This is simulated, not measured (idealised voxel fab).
The process module that follows is named voxel capacitor over wiring.
We display cut, a cross-section 145 nm in width whose square cells are each 5 nm.
Just so we're on the same page, the cross-sections are grids of square cells, and they're listed out in bands top to bottom, each band one or more rows deep. In this notation a band is specified by the heights of its top and bottom, in that order and in nm, after which its materials appear from left to right, each paired with its width in nm. The word "full width" attached to a single material means that material fills the band from edge to edge; the word "air" stands for empty space. All heights in this document are referenced to 0, defined as the level beneath which the wafer, as received, consists entirely of one material. The lowest band is not bounded below; it extends indefinitely downward and is written in the form "0..down". You'd read "30->40" like this: the band's top row of cells is as wide as the first number, its bottom row is as wide as the second, and going down, every row changes width by the same amount as the row before did. Key: "remains unaltered" - step with no changed cell in the cross-section. "Closed void inventory" specifies each empty space that is not open to the top and that occupies no fewer than 8 cells, using the form width x height at distance, the distance measured from the left edge and all three quantities in nm. Where a step's line continues beyond its settings, the continuation is a remark by the simulator itself on that step. overlay nm: mask right of planned place by this much (step with mask). Neg. = left.
### The steps planned for the process are as follows
1. RECEIVE with material Si
2. CONFORMAL_DEP with material SiO2, thk nm 15
3. CONFORMAL_DEP with material SiN, thk nm 5
4. DIRECTIONAL_DEP with material SiO2, thk nm 20
5. DIRECTIONAL_DEP with material aC, thk nm 10
6. PATTERN with tone open, mask id METAL_1, material resist, width nm 20, pitch nm 90, thk nm 30, overlay nm 0
7. DIRECTIONAL_ETCH with etch materials aC, depth nm 10
8. STRIP with etch materials resist
9. DIRECTIONAL_ETCH with etch materials SiO2, depth nm 20
10. DIRECTIONAL_ETCH with etch materials SiN, depth nm 5
11. STRIP with etch materials aC
12. CONFORMAL_DEP with material TiN, thk nm 5
13. FILL_DEP with material Cu, thk nm 10
14. CMP with height nm 40
15. CONFORMAL_DEP with material SiCN, thk nm 5
16. DIRECTIONAL_DEP with material lowk, thk nm 15
17. DIRECTIONAL_DEP with material aC, thk nm 15
18. PATTERN with tone open, mask id PLUG_1, material resist, width nm 15, thk nm 35, overlay nm 0
19. DIRECTIONAL_ETCH with etch materials aC, depth nm 15
20. STRIP with etch materials resist
21. DIRECTIONAL_ETCH with etch materials lowk, depth nm 15
22. DIRECTIONAL_ETCH with etch materials SiCN, depth nm 5
23. STRIP with etch materials aC
24. CONFORMAL_DEP with material TiN, thk nm 5
25. FILL_DEP with material Cu, thk nm 5
26. CMP with height nm 60
27. DIRECTIONAL_DEP with material TiN, thk nm 5
28. DIRECTIONAL_DEP with material SiN, thk nm 5
29. DIRECTIONAL_DEP with material TiN, thk nm 5
30. DIRECTIONAL_DEP with material aC, thk nm 10
31. PATTERN with tone cover, mask id UPPER_PLATE, material resist, width nm 75, thk nm 30, overlay nm 0
32. DIRECTIONAL_ETCH with etch materials aC, depth nm 10
33. STRIP with etch materials resist
34. DIRECTIONAL_ETCH with etch materials TiN, depth nm 5
35. DIRECTIONAL_ETCH with etch materials SiN, depth nm 5
36. STRIP with etch materials aC
37. PATTERN with tone cover, mask id LOWER_PLATE, material resist, width nm 85, thk nm 15, overlay nm 0
38. DIRECTIONAL_ETCH with etch materials TiN, depth nm 5
39. STRIP with etch materials resist
40. FILL_DEP with material SiO2, thk nm 20
41. CMP with height nm 90
42. PATTERN with tone open, mask id PLUG_2, material resist, width nm 15, thk nm 15, overlay nm -15
43. DIRECTIONAL_ETCH with etch materials SiO2, depth nm 15
44. STRIP with etch materials resist
45. CONFORMAL_DEP with material TiN, thk nm 5
46. FILL_DEP with material Ru, thk nm 10
47. CMP with height nm 90
48. CONFORMAL_DEP with material SiN, thk nm 5
Keep in mind the plan's value for the overlay nm of step 42 comes from the first wafer; the wafers don't share that setting, but they do share the same starting point.
### Cross-sectional view of the first of several wafers in the as-received condition, corresponding to the state following step 1
0..down | Si full width
Closed void inventory: none
### Cross-section of the first of several wafers, taken after step 48, where the module ends
95..90 | SiN full width
90..80 | SiO2 15 nm / TiN 5 nm / Ru 5 nm / TiN 5 nm / SiO2 115 nm
80..70 | SiO2 15->20 nm / TiN 15->75 nm / SiO2 115->50 nm
70..65 | SiO2 20 nm / SiN 75 nm / SiO2 50 nm
65..60 | SiO2 15 nm / TiN 85 nm / SiO2 45 nm
60..45 | lowk 20 nm / TiN 5 nm / Cu 5 nm / TiN 5 nm / lowk 110 nm
45..40 | SiCN 20 nm / TiN 15 nm / SiCN 110 nm
40..20 | SiO2 15 nm / TiN 5 nm / Cu 10 nm / TiN 5 nm / SiO2 70 nm / TiN 5 nm / Cu 10 nm / TiN 5 nm / SiO2 20 nm
20..15 | SiN 15 nm / TiN 20 nm / SiN 70 nm / TiN 20 nm / SiN 20 nm
15..0 | SiO2 full width
0..down | Si full width
Closed void inventory: none
### Cross-section of the final wafer among several, taken at the end of the module
95..90 | SiN full width
90..80 | SiO2 45 nm / TiN 5 nm / Ru 5 nm / TiN 5 nm / SiO2 85 nm
80..70 | SiO2 45->20 nm / TiN 15->75 nm / SiO2 85->50 nm
70..65 | SiO2 20 nm / SiN 75 nm / SiO2 50 nm
65..60 | SiO2 15 nm / TiN 85 nm / SiO2 45 nm
60..45 | lowk 20 nm / TiN 5 nm / Cu 5 nm / TiN 5 nm / lowk 110 nm
45..40 | SiCN 20 nm / TiN 15 nm / SiCN 110 nm
40..20 | SiO2 15 nm / TiN 5 nm / Cu 10 nm / TiN 5 nm / SiO2 70 nm / TiN 5 nm / Cu 10 nm / TiN 5 nm / SiO2 20 nm
20..15 | SiN 15 nm / TiN 20 nm / SiN 70 nm / TiN 20 nm / SiN 20 nm
15..0 | SiO2 full width
0..down | Si full width
Closed void inventory: none
### Per-wafer rows below. For each material: cells gained (+) or lost (-) since the wafer was received, as of end of module. Then: closed voids
overlay nm -15 | +19 Cu | +2 Ru | +26 SiCN | +65 SiN | +289 SiO2 | +72 TiN | +78 lowk | Closed void inventory: none
overlay nm -10 | +19 Cu | +2 Ru | +26 SiCN | +65 SiN | +289 SiO2 | +72 TiN | +78 lowk | Closed void inventory: none
overlay nm -5 | +19 Cu | +2 Ru | +26 SiCN | +65 SiN | +289 SiO2 | +72 TiN | +78 lowk | Closed void inventory: none
overlay nm 0 | +19 Cu | +2 Ru | +26 SiCN | +65 SiN | +289 SiO2 | +72 TiN | +78 lowk | Closed void inventory: none
overlay nm 5 | +19 Cu | +2 Ru | +26 SiCN | +65 SiN | +289 SiO2 | +72 TiN | +78 lowk | Closed void inventory: none
overlay nm 10 | +19 Cu | +2 Ru | +26 SiCN | +65 SiN | +289 SiO2 | +72 TiN | +78 lowk | Closed void inventory: none
overlay nm 15 | +19 Cu | +2 Ru | +26 SiCN | +65 SiN | +289 SiO2 | +72 TiN | +78 lowk | Closed void inventory: none
